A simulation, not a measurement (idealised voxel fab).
Documented hereafter: the process module known as voxel transistor to metal.
This is section cut - it's 195 nm across, gridded in 5 nm square cells.
The cross-sections in this document take the form of a grid made of square cells. They are written out as bands, in order from top to bottom. Each band consists of one or more rows of cells. Top height, bottom height, nm. Materials left to right, width each, nm. Single material + "throughout" = fills band edge to edge. "blank" = empty. Note: height 0 marks the level under which the wafer is uniformly one material as received. Lowest band unbounded below, written "z 0 and below". A two-number width, for instance "30 to 40", indicates that the width is equal to the first number in the top row of the band and to the second number in the bottom row, and that it changes by a constant amount per row of cells. Where a step carries "no change occurred", the cross-section came out of it unchanged, cell for cell. Empty spaces without an open route to the top, at least 8 cells in extent, make up the entry "Enclosed void list"; each is given as width x height at distance, where the distance is measured from the left edge, and all are in nm. It should be noted that, on the line of a given step, the content following the step's settings is a remark produced by the simulator itself with respect to that step. overlay nm: where the mask lay relative to plan, measured to the right, on steps with a mask; negatives go left.

Process steps - plan
1. RECEIVE: material Si
2. OXIDIZE: depth nm 5
3. CONFORMAL_DEP: material SiN, thk nm 10
4. DIRECTIONAL_DEP: material aC, thk nm 15
5. PATTERN: tone cover, mask id ACTIVE, material resist, width nm 130, thk nm 30, overlay nm 0
6. DIRECTIONAL_ETCH: etch materials aC, depth nm 15
7. STRIP: etch materials resist
8. DIRECTIONAL_ETCH: etch materials SiN, depth nm 10
9. DIRECTIONAL_ETCH: etch materials SiO2, depth nm 5
10. DIRECTIONAL_ETCH: etch materials Si, depth nm 30
11. STRIP: etch materials aC
12. FILL_DEP: material SiO2, thk nm 5
13. CMP: height nm 10
14. SELECTIVE_ETCH: etch materials SiO2, depth nm 10
15. STRIP: etch materials SiN
16. SELECTIVE_ETCH: etch materials SiO2, depth nm 5
17. OXIDIZE: depth nm 5
18. DIRECTIONAL_DEP: material polySi, thk nm 30
19. DIRECTIONAL_DEP: material SiCN, thk nm 10
20. DIRECTIONAL_DEP: material aC, thk nm 15
21. PATTERN: tone cover, mask id GATE, material resist, width nm 30, thk nm 30, overlay nm 0
22. DIRECTIONAL_ETCH: etch materials aC, depth nm 15
23. STRIP: etch materials resist
24. DIRECTIONAL_ETCH: etch materials SiCN, depth nm 20
25. DIRECTIONAL_ETCH: etch materials polySi, depth nm 40
26. STRIP: etch materials aC
27. CONFORMAL_DEP: material SiN, thk nm 10
28. DIRECTIONAL_ETCH: etch materials SiN, depth nm 10
29. DIRECTIONAL_ETCH: etch materials SiO2, depth nm 5
30. DIRECTIONAL_ETCH: etch materials Si, depth nm 10
31. EPI: material pSi, thk nm 10
32. FILL_DEP: material SiO2, thk nm 10
33. CMP: height nm 25
34. STRIP: etch materials polySi
35. SELECTIVE_ETCH: etch materials SiO2, depth nm 5
36. CONFORMAL_DEP: material HfO2, thk nm 5
37. CONFORMAL_DEP: material TiN, thk nm 5
38. FILL_DEP: material W, thk nm 10
39. CMP: height nm 20
40. DIRECTIONAL_DEP: material SiO2, thk nm 10
41. PATTERN: tone open, mask id CONTACT, material resist, width nm 20, pitch nm 90, thk nm 20, overlay nm 0
42. DIRECTIONAL_ETCH: etch materials SiO2, depth nm 40
43. STRIP: etch materials resist
44. CONFORMAL_DEP: material TiN, thk nm 5
45. FILL_DEP: material W, thk nm 10
46. CMP: height nm 30
47. DIRECTIONAL_DEP: material TiN, thk nm 5
48. DIRECTIONAL_DEP: material Ru, thk nm 25
49. MASKED_ETCH: tone cover, mask id METAL_1, width nm 20, pitch nm 90, etch materials Ru, depth nm 25, overlay nm 0
50. MASKED_ETCH: tone cover, mask id METAL_1, width nm 20, pitch nm 90, etch materials TiN, depth nm 5, overlay nm 0
51. CONFORMAL_DEP: material SiN, thk nm 5
52. FILL_DEP: material SiO2, thk nm 5
53. CMP: height nm 60
54. CONFORMAL_DEP: material SiCN, thk nm 5

Cross-section of the incoming wafer, state after step 1
* z 0 and below  Si throughout
* Enclosed void list: none

This is how the wafer looks in cross-section once the module is done, given the starting state and plan above and one mistake in carrying the plan out
* z 65 to 60  SiCN throughout
* z 60 to 35  SiO2 35 | SiN 5 | Ru 20 | SiN 5 | SiO2 60 | SiN 5 | Ru 20 | SiN 5 | SiO2 40
* z 35 to 30  SiN 40 | TiN 20 | SiN 70 | TiN 20 | SiN 45
* z 30 to 20  SiO2 40 | TiN 5 | W 10 | TiN 5 | SiO2 70 | TiN 5 | W 10 | TiN 5 | SiO2 45
* z 20 to 0  SiO2 40 | TiN 5 | W 10 | TiN 5 | SiO2 10 | SiN 10 | HfO2 5 | TiN 5 | W 10 | TiN 5 | HfO2 5 | SiN 10 | SiO2 10 | TiN 5 | W 10 | TiN 5 | SiO2 45
* z 0 to -5  SiO2 40 | TiN 5 | W 10 | TiN 5 | pSi 10 | SiN 10 | HfO2 5 | TiN 20 | HfO2 5 | SiN 10 | pSi 10 | TiN 5 | W 10 | TiN 5 | SiO2 45
* z -5 to -10  SiO2 40 | TiN 20 | pSi 10 | SiO2 5 | HfO2 40 | SiO2 5 | pSi 10 | TiN 20 | SiO2 45
* z -10 to -20  SiO2 30 | pSi 40 | Si 50 | pSi 40 | SiO2 35
* z -20 to -65  SiO2 30 | Si 130 | SiO2 35
* z -65 and below  Si throughout
* Enclosed void list: none
Error vs. plan: step 10 was run twice
